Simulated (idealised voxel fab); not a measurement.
The following is a process module called voxel gate over fins.
Cross-section cut: width 265 nm, square cells of 5 nm.
This document writes a cross-section as a grid whose cells are square, and gives it as bands, listed from the top down; one or more rows of cells form a band.
Within each band entry, the heights of the top and of the bottom of the band appear first, in that order and in nm; the materials of the band then follow from left to right, each with its corresponding width in nm. The designation "throughout" on a single material indicates that it fills the band from edge to edge; the designation "empty" indicates empty space.
Height 0 is the level under which the wafer as received is all one material. The lowest band goes on downwards, as in "z 0 and below".
Read "30 to 40" as a graded width: first number on top, second number at the bottom, same change between each pair of neighbouring rows.
Where the words "nothing different" appear for a step, the cross-section shows no cell changed by that step; every cell remained as before.
"Voids, fully enclosed" - sealed voids, min. 8 cells, no opening to top; format: width x height at distance (distance from left edge; nm throughout).
Whatever follows a step's settings on its line is a remark the simulator itself makes about that step.
On any step carrying a mask, the "overlay nm" setting, if present on the step's line, tells how far right of its planned place the mask lay; negative values point to the left.

-- Below is the list of planned process steps
1,RECEIVE | material Si
2,CONFORMAL_DEP | material SiN | thk nm 5
3,DIRECTIONAL_DEP | material aC | thk nm 10
4,PATTERN | tone cover | mask id FINS | material resist | width nm 15 | pitch nm 40 | thk nm 30 | overlay nm 0
5,DIRECTIONAL_ETCH | etch materials aC | depth nm 10
6,STRIP | etch materials resist
7,DIRECTIONAL_ETCH | etch materials SiN | depth nm 5
8,DIRECTIONAL_ETCH | etch materials Si | depth nm 30
9,STRIP | etch materials aC
10,OXIDIZE | depth nm 5
11,FILL_DEP | material SiO2 | thk nm 15
12,CMP | height nm 5
13,SELECTIVE_ETCH | etch materials SiO2 | depth nm 20
14,STRIP | etch materials SiN
15,CONFORMAL_DEP | material HfO2 | thk nm 5
16,CONFORMAL_DEP | material TiN | thk nm 5
17,FILL_DEP | material W | thk nm 15
18,CMP | height nm 20
19,CONFORMAL_DEP | material SiN | thk nm 10

-- as received, after step 1
- z 0 and below | Si throughout
- Voids, fully enclosed: none

-- Here's the cross-section of the first of our two wafers at the end of the module - it ran as planned
- z 30 to 20 | SiN throughout
- z 20 to 10 | W throughout
- z 10 to 5 | W (100)  TiN (25)  W (15)  TiN (25)  W (100)
- z 5 to 0 | W (100)  TiN (5)  HfO2 (15)  TiN (5)  W (15)  TiN (5)  HfO2 (15)  TiN (5)  W (100)
- z 0 to -5 | W (100)  TiN (5)  HfO2 (5)  Si (5)  HfO2 (5)  TiN (5)  W (15)  TiN (5)  HfO2 (5)  Si (5)  HfO2 (5)  TiN (5)  W (100)
- z -5 to -10 | TiN (105)  HfO2 (5)  Si (5)  HfO2 (5)  TiN (25)  HfO2 (5)  Si (5)  HfO2 (5)  TiN (105)
- z -10 to -15 | HfO2 (110)  Si (5)  HfO2 (35)  Si (5)  HfO2 (110)
- z -15 to -35 | SiO2 (110)  Si (5)  SiO2 (35)  Si (5)  SiO2 (110)
- z -35 and below | Si throughout
- Voids, fully enclosed: none

-- Wafer two, end of module, cross-section. Same start, same plan as wafer one. One mistake in the run
- z 30 to 20 | SiN throughout
- z 20 to 10 | W throughout
- z 10 to 5 | W (110)  TiN (25)  W (15)  TiN (25)  W (90)
- z 5 to 0 | W (110)  TiN (5)  HfO2 (15)  TiN (5)  W (15)  TiN (5)  HfO2 (15)  TiN (5)  W (90)
- z 0 to -5 | W (110)  TiN (5)  HfO2 (5)  Si (5)  HfO2 (5)  TiN (5)  W (15)  TiN (5)  HfO2 (5)  Si (5)  HfO2 (5)  TiN (5)  W (90)
- z -5 to -10 | TiN (115)  HfO2 (5)  Si (5)  HfO2 (5)  TiN (25)  HfO2 (5)  Si (5)  HfO2 (5)  TiN (95)
- z -10 to -15 | HfO2 (120)  Si (5)  HfO2 (35)  Si (5)  HfO2 (100)
- z -15 to -35 | SiO2 (120)  Si (5)  SiO2 (35)  Si (5)  SiO2 (100)
- z -35 and below | Si throughout
- Voids, fully enclosed: none
What went wrong in running the wafer? step 4 did not happen as planned, as run it was PATTERN | tone cover | mask id FINS | material resist | width nm 15 | pitch nm 40 | thk nm 30 | overlay nm 10
If you tally the cells, the second wafer ends up with the same amount of every material as the first; it's all just sitting in different places.
